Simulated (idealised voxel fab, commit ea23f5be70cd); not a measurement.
process module | voxel fin reveal
cross-section cut | 200 nm wide | cells 5 nm
A cross-section is a grid of square cells, given in bands from the top down. A band is one or more rows of cells.
Each band's line starts with the height of the band's top and of its bottom, in nm. Then come its materials from left to right, each with its width in nm. One material with "throughout" fills the band from edge to edge. "air" is empty space.
Height 0 is the level under which the wafer as received is all one material. The lowest band goes on downwards, as in "0 down".
A width such as "30 to 40" changes by the same amount from each row of cells to the next, from the band's top row to its bottom row.
"no change" after a step means that no cell of the cross-section changed.
closed voids: empty space of 8 cells or more with no open way to the top, each as width x height at its distance from the left edge, in nm
after a step's settings: what the simulator itself notes on the step
overlay nm, on a step with a mask: how far to the right of its planned place the mask lay; to the left if negative
plan
1 op RECEIVE | material Si
2 op CONFORMAL_DEP | material SiN | thk nm 5
3 op DIRECTIONAL_DEP | material aC | thk nm 15
4 op PATTERN | tone cover | mask id FINS | material resist | width nm 15 | pitch nm 35 | thk nm 35 | overlay nm 0
5 op DIRECTIONAL_ETCH | etch materials aC | depth nm 15
6 op STRIP | etch materials resist
7 op DIRECTIONAL_ETCH | etch materials SiN | depth nm 5
8 op DIRECTIONAL_ETCH | etch materials Si | depth nm 35
9 op STRIP | etch materials aC
10 op OXIDIZE | depth nm 5
11 op FILL_DEP | material SiO2 | thk nm 15
12 op CMP | height nm 5
13 op SELECTIVE_ETCH | etch materials SiO2 | depth nm 20
14 op STRIP | etch materials SiN
15 op CONFORMAL_DEP | material SiO2 | thk nm 5
as received, after step 1
  0 down: Si throughout
  closed voids: none
first wafer at the end, as planned
  5 to 0: air 75 | SiO2 15 | air 20 | SiO2 15 | air 75
  0 to -10: air 75 | SiO2 5 | Si 5 | SiO2 5 | air 20 | SiO2 5 | Si 5 | SiO2 5 | air 75
  -10 to -40: SiO2 80 | Si 5 | SiO2 30 | Si 5 | SiO2 80
  -40 down: Si throughout
  closed voids: none
second wafer at the end: like start, like plan, one mistake
  5 to 0: air 80 | SiO2 15 | air 20 | SiO2 15 | air 70
  0 to -10: air 80 | SiO2 5 | Si 5 | SiO2 5 | air 20 | SiO2 5 | Si 5 | SiO2 5 | air 70
  -10 to -40: SiO2 85 | Si 5 | SiO2 30 | Si 5 | SiO2 75
  -40 down: Si throughout
  closed voids: none
what went wrong: step 4 ran as: op PATTERN | tone cover | mask id FINS | material resist | width nm 15 | pitch nm 35 | thk nm 35 | overlay nm 5
at the end the second wafer has, in cells: as many of each material as the first, in other places
